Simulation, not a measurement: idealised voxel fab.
The document below concerns the process module designated voxel self aligned vias.
For reference, the cross-section in this document is cut, with width 210 nm and square cells of 5 nm.
This document writes a cross-section as a grid whose cells are square, and gives it as bands, listed from the top down; one or more rows of cells form a band.
Quick guide to a band line: top height, bottom height (nm) up front; then every material left to right with its width in nm. Only one material and it's marked "all across"? Then it fills the band edge to edge. And "blank" just means empty space.
Heights from 0 (as-received wafer is one material below). Bottom band endless downward, as "0 and below".
So if you see something like "30 to 40" for the width, read it as the top row of the band sitting at the first number and the bottom row at the second, with every row in between moving by the same amount as the last.
Key: "no change occurred" - step with no changed cell in the cross-section.
Encapsulated voids: empty space of 8 cells or more with no open way to the top, each as width x height at its distance from the left edge, in nm
The remark found on a step's line after its settings is issued by the simulator itself and pertains to that step.
"overlay nm", when on a step's line for a step with a mask, measures how far to the right of its planned place the mask lay; a negative measure means to the left.

So here's the lineup of process steps we planned:
| 1 | RECEIVE | material Si |
| 2 | CONFORMAL_DEP | material SiO2 | thk nm 15 |
| 3 | CONFORMAL_DEP | material SiCN | thk nm 5 |
| 4 | DIRECTIONAL_DEP | material SiO2 | thk nm 30 |
| 5 | DIRECTIONAL_DEP | material aC | thk nm 15 |
| 6 | PATTERN | tone open | mask id LINES | material resist | width nm 30 | pitch nm 65 | thk nm 30 | overlay nm 0 |
| 7 | DIRECTIONAL_ETCH | etch materials aC | depth nm 15 |
| 8 | STRIP | etch materials resist |
| 9 | DIRECTIONAL_ETCH | etch materials SiO2 | depth nm 30 |
| 10 | STRIP | etch materials aC |
| 11 | CONFORMAL_DEP | material TiN | thk nm 5 |
| 12 | FILL_DEP | material W | thk nm 10 |
| 13 | CMP | height nm 50 |
| 14 | SELECTIVE_ETCH | etch materials W Ru TiN | depth nm 5 |
| 15 | FILL_DEP | material SiN | thk nm 10 |
| 16 | CMP | height nm 50 |
| 17 | DIRECTIONAL_DEP | material SiO2 | thk nm 20 |
| 18 | PATTERN | tone open | mask id VIAS | material resist | width nm 40 | thk nm 15 | overlay nm 0 |
| 19 | DIRECTIONAL_ETCH | etch materials SiO2 | depth nm 20 |
| 20 | DIRECTIONAL_ETCH | etch materials SiN | depth nm 5 |
| 21 | STRIP | etch materials resist |
| 22 | CONFORMAL_DEP | material TiN | thk nm 5 |
| 23 | FILL_DEP | material Ru | thk nm 10 |
| 24 | CMP | height nm 70 |
| 25 | CONFORMAL_DEP | material SiN | thk nm 5 |

Wafer at receipt (post step 1), cross-section:
	0 and below: Si all across
	Encapsulated voids: none

Wafer at module end, in section. Began as above, planned as above, run with one mistake:
	75 down to 70: SiN all across
	70 down to 50: 50 SiO2; 5 TiN; 30 Ru; 5 TiN; 120 SiO2
	50 down to 45: 50 SiO2; 40 TiN; 30 SiO2; 30 SiN; 60 SiO2
	45 down to 30: 50 SiO2; 10 TiN; 20 W; 10 TiN; 30 SiO2; 5 TiN; 20 W; 5 TiN; 60 SiO2
	30 down to 25: 55 SiO2; 5 TiN; 20 W; 5 TiN; 35 SiO2; 5 TiN; 20 W; 5 TiN; 60 SiO2
	25 down to 20: 55 SiO2; 30 TiN; 35 SiO2; 30 TiN; 60 SiO2
	20 down to 15: SiCN all across
	15 down to 0: SiO2 all across
	0 and below: Si all across
	Encapsulated voids: none
The mistake made against the process plan was this: execution of plan step 19 occurred twice
